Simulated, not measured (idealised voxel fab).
Proc. module: voxel self aligned vias
For reference, the cross-section in this document is cut, with width 295 nm and square cells of 5 nm.
If you're reading a cross-section in this doc, picture square cells in a grid; it comes to you as bands, top ones listed first down to the bottom, and a band can be one or more rows of cells.
Top height, bottom height, nm. Materials left to right, width each, nm. Single material + "everywhere" = fills band edge to edge. "blank" = empty.
For the purposes of this specification, 0 denotes the height below which the wafer in its as-received condition is composed wholly of one material, and the lowermost band, lacking a lower limit, extends downward without end, as expressed in "z 0 and below".
A two-number width, for instance "30 to 40", indicates that the width is equal to the first number in the top row of the band and to the second number in the bottom row, and that it changes by a constant amount per row of cells.
Take "no alteration" at face value: in the step it is given for, the cross-section changed in none of its cells.
Entry "Fully closed voids". Content: empty spaces with no open connection to the top, size 8 cells or greater. Each: width x height at distance. Distance: from left edge. Unit: nm.
Whatever follows a step's settings on its line is a remark the simulator itself makes about that step.
overlay nm, on a step with a mask: how far to the right of its planned place the mask lay; to the left if negative

[Planned step list for the process]
1 RECEIVE (material Si)
2 CONFORMAL_DEP (material SiO2; thk nm 15)
3 CONFORMAL_DEP (material SiCN; thk nm 5)
4 DIRECTIONAL_DEP (material lowk; thk nm 20)
5 PATTERN (tone open; mask id LINES; material resist; width nm 30; pitch nm 55; thk nm 15; overlay nm 0)
6 DIRECTIONAL_ETCH (etch materials lowk; depth nm 20)
7 STRIP (etch materials resist)
8 CONFORMAL_DEP (material TiN; thk nm 5)
9 FILL_DEP (material W; thk nm 10)
10 CMP (height nm 40)
11 SELECTIVE_ETCH (etch materials W Ru TiN; depth nm 5)
12 FILL_DEP (material SiN; thk nm 5)
13 CMP (height nm 40)
14 DIRECTIONAL_DEP (material lowk; thk nm 15)
15 MASKED_ETCH (tone open; mask id VIAS; width nm 40; pitch nm 110; etch materials lowk; depth nm 15; overlay nm 0)
16 MASKED_ETCH (tone open; mask id VIAS; width nm 40; pitch nm 110; etch materials SiN; depth nm 5; overlay nm 0)
17 CONFORMAL_DEP (material TiN; thk nm 5)
18 FILL_DEP (material W; thk nm 5)
19 CMP (height nm 55)
20 CONFORMAL_DEP (material SiCN; thk nm 5)

[Cross-section of the wafer at receipt, which is the condition after step 1]
    z 0 and below | Si everywhere
    Fully closed voids: none

[Post-module cross-section of the first of two wafers (run per plan)]
    z 60 to 55 | SiCN everywhere
    z 55 to 45 | 70 lowk  5 TiN  30 W  5 TiN  70 lowk  5 TiN  30 W  5 TiN  75 lowk
    z 45 to 40 | 70 lowk  10 TiN  20 W  10 TiN  70 lowk  10 TiN  20 W  10 TiN  75 lowk
    z 40 to 35 | 75 lowk  30 TiN  25 lowk  30 SiN  25 lowk  30 TiN  80 lowk
    z 35 to 25 | 75 lowk  5 TiN  20 W  5 TiN  25 lowk  5 TiN  20 W  5 TiN  25 lowk  5 TiN  20 W  5 TiN  80 lowk
    z 25 to 20 | 75 lowk  30 TiN  25 lowk  30 TiN  25 lowk  30 TiN  80 lowk
    z 20 to 15 | SiCN everywhere
    z 15 to 0 | SiO2 everywhere
    z 0 and below | Si everywhere
    Fully closed voids: none

[Second wafer of the two, sectioned at the end of the module. It began like the first and followed the same plan, but one mistake was made while running it]
    z 60 to 55 | SiCN everywhere
    z 55 to 45 | 70 lowk  5 TiN  30 W  5 TiN  70 lowk  5 TiN  30 W  5 TiN  75 lowk
    z 45 to 40 | 70 lowk  40 TiN  70 lowk  40 TiN  75 lowk
    z 40 to 35 | 70 SiN  5 TiN  30 lowk  5 TiN  20 SiN  30 lowk  20 SiN  5 TiN  30 lowk  5 TiN  75 SiN
    z 35 to 25 | 70 W  5 TiN  30 lowk  5 TiN  15 W  5 TiN  30 lowk  5 TiN  15 W  5 TiN  30 lowk  5 TiN  75 W
    z 25 to 20 | 75 TiN  30 lowk  25 TiN  30 lowk  25 TiN  30 lowk  80 TiN
    z 20 to 15 | SiCN everywhere
    z 15 to 0 | SiO2 everywhere
    z 0 and below | Si everywhere
    Fully closed voids: none
What was done differently from what was planned? step 5, actual vs plan mismatch, actual run PATTERN (tone cover; mask id LINES; material resist; width nm 30; pitch nm 55; thk nm 15; overlay nm 0)
Final comparison by cell count, materials where the second wafer has more or fewer than the first: +31 SiN | +23 TiN | +38 W | -92 lowk
